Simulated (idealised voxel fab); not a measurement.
process module | voxel tone inversion
cross-section cut | 215 nm wide | cells 5 nm
A cross-section is a grid of square cells, given in bands from the top down. A band is one or more rows of cells.
Each band's line starts with the height of the band's top and of its bottom, in nm. Then come its materials from left to right, each with its width in nm. One material with "throughout" fills the band from edge to edge. "air" is empty space.
Height 0 is the level under which the wafer as received is all one material. The lowest band goes on downwards, as in "0 down".
A width such as "30 to 40" changes by the same amount from each row of cells to the next, from the band's top row to its bottom row.
"no change" after a step means that no cell of the cross-section changed.
closed voids: empty space of 8 cells or more with no open way to the top, each as width x height at its distance from the left edge, in nm
after a step's settings: what the simulator itself notes on the step
overlay nm, on a step with a mask: how far to the right of its planned place the mask lay; to the left if negative
plan
1 op RECEIVE | material Si
2 op CONFORMAL_DEP | material SiCN | thk nm 5
3 op DIRECTIONAL_DEP | material polySi | thk nm 25
4 op PATTERN | tone cover | mask id POSTS | material resist | width nm 20 | pitch nm 45 | thk nm 35 | overlay nm 0
5 op DIRECTIONAL_ETCH | etch materials polySi | depth nm 25
6 op STRIP | etch materials resist
7 op FILL_DEP | material SiO2 | thk nm 10
8 op CMP | height nm 30
9 op STRIP | etch materials polySi
first wafer, as planned
as received, after step 1
  0 down: Si throughout
  closed voids: none
after step 2
  5 to 0: SiCN throughout
  below 0: unchanged
after step 3
  30 to 5: polySi throughout
  below 5: unchanged
after step 4
  65 to 30: air 75 | resist 20 | air 25 | resist 20 | air 75
  below 30: unchanged
after step 5
  65 to 30: air 75 | resist 20 | air 25 | resist 20 | air 75
  30 to 5: air 75 | polySi 20 | air 25 | polySi 20 | air 75
  below 5: unchanged
after step 6
  30 to 5: air 75 | polySi 20 | air 25 | polySi 20 | air 75
  below 5: unchanged
after step 7
  40 to 30: SiO2 throughout
  30 to 5: SiO2 75 | polySi 20 | SiO2 25 | polySi 20 | SiO2 75
  below 5: unchanged
after step 8
  30 to 5: SiO2 75 | polySi 20 | SiO2 25 | polySi 20 | SiO2 75
  below 5: unchanged
after step 9
  30 to 5: SiO2 75 | air 20 | SiO2 25 | air 20 | SiO2 75
  below 5: unchanged
second wafer: like start, like plan, one mistake. Through step 1 it matches the first wafer
when step 2 should have ended: no change
when step 3 should have ended
  25 to 0: polySi throughout
  below 0: unchanged
when step 4 should have ended
  60 to 25: air 75 | resist 20 | air 25 | resist 20 | air 75
  below 25: unchanged
when step 5 should have ended
  60 to 25: air 75 | resist 20 | air 25 | resist 20 | air 75
  25 to 0: air 75 | polySi 20 | air 25 | polySi 20 | air 75
  below 0: unchanged
when step 6 should have ended
  25 to 0: air 75 | polySi 20 | air 25 | polySi 20 | air 75
  below 0: unchanged
when step 7 should have ended
  35 to 25: SiO2 throughout
  25 to 0: SiO2 75 | polySi 20 | SiO2 25 | polySi 20 | SiO2 75
  below 0: unchanged
when step 8 should have ended
  30 to 25: SiO2 throughout
  below 25: unchanged
when step 9 should have ended: no change
what went wrong: step 2 was left out
at the end the second wafer has, in cells: 43 fewer of SiCN | 43 more of SiO2 | 40 more of polySi
